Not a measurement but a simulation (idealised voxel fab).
The following process module bears the name voxel plated lines.
Section shown: cut. Width: 265 nm. Cell size: 5 nm, square.
The cross-sections in this document take the form of a grid made of square cells. They are written out as bands, in order from top to bottom. Each band consists of one or more rows of cells.
The band entry comprises the height of the band's top followed by the height of its bottom, expressed in nm, and subsequently the band's materials from left to right, each stated together with its width in nm. Where a single material is marked with the word "full width", that material fills the band from edge to edge. The word "air" represents empty space.
The level at which height equals 0 is the one under which the wafer, as it arrives, is entirely one material. No lower edge exists for the bottom band, which continues downward and is notated as in "0 -> down".
Width spec "30 to 40" -> top row of cells at first value, bottom row at second value, equal per-row change in between.
Basically "left unchanged" means that step didn't change any cell in the cross-section.
"Unvented cavities" enumerates empty spaces isolated from the top, with no open way to it, that contain at least 8 cells, giving each as width x height at distance from the left edge, all three in nm.
Where a step's line continues beyond its settings, the continuation is a remark by the simulator itself on that step.
Among the settings permitted on a step's line is "overlay nm"; applied to a step with a mask, it specifies the extent to which the mask lay to the right of its planned position, whereas a negative figure signifies a position to the left.
Planned process steps
step 1: RECEIVE | material Si
step 2: CONFORMAL_DEP | material SiN | thk nm 10
step 3: DIRECTIONAL_DEP | material TiN | thk nm 5
step 4: PATTERN | tone open | mask id LINES | material resist | width nm 15 | pitch nm 50 | thk nm 15 | overlay nm 0
step 5: EPI | material Ru | thk nm 10
step 6: STRIP | etch materials resist
step 7: DIRECTIONAL_ETCH | etch materials TiN | depth nm 5
step 8: CONFORMAL_DEP | material SiO2 | thk nm 10
For clarity, it should be stated that the wafers under discussion commence in an identical condition and differ with respect to the width nm of step 4, the plan indicating the value that the first wafer had.
Incoming state of the first of several wafers in cross-section: after step 1
  0 -> down  Si full width
  Unvented cavities: none
Basically each wafer gets a line in the table, showing it at the end of the module: material by material, the cells it gained (+) or lost (-) since we got it, then its closed voids
width nm 15, +18 Ru, +106 SiN, +142 SiO2, +9 TiN, Unvented cavities: none
width nm 20, +24 Ru, +106 SiN, +142 SiO2, +12 TiN, Unvented cavities: none
width nm 25, +30 Ru, +106 SiN, +142 SiO2, +15 TiN, Unvented cavities: none
width nm 30, +36 Ru, +106 SiN, +142 SiO2, +18 TiN, Unvented cavities: none
width nm 35, +42 Ru, +106 SiN, +136 SiO2, +21 TiN, Unvented cavities: none
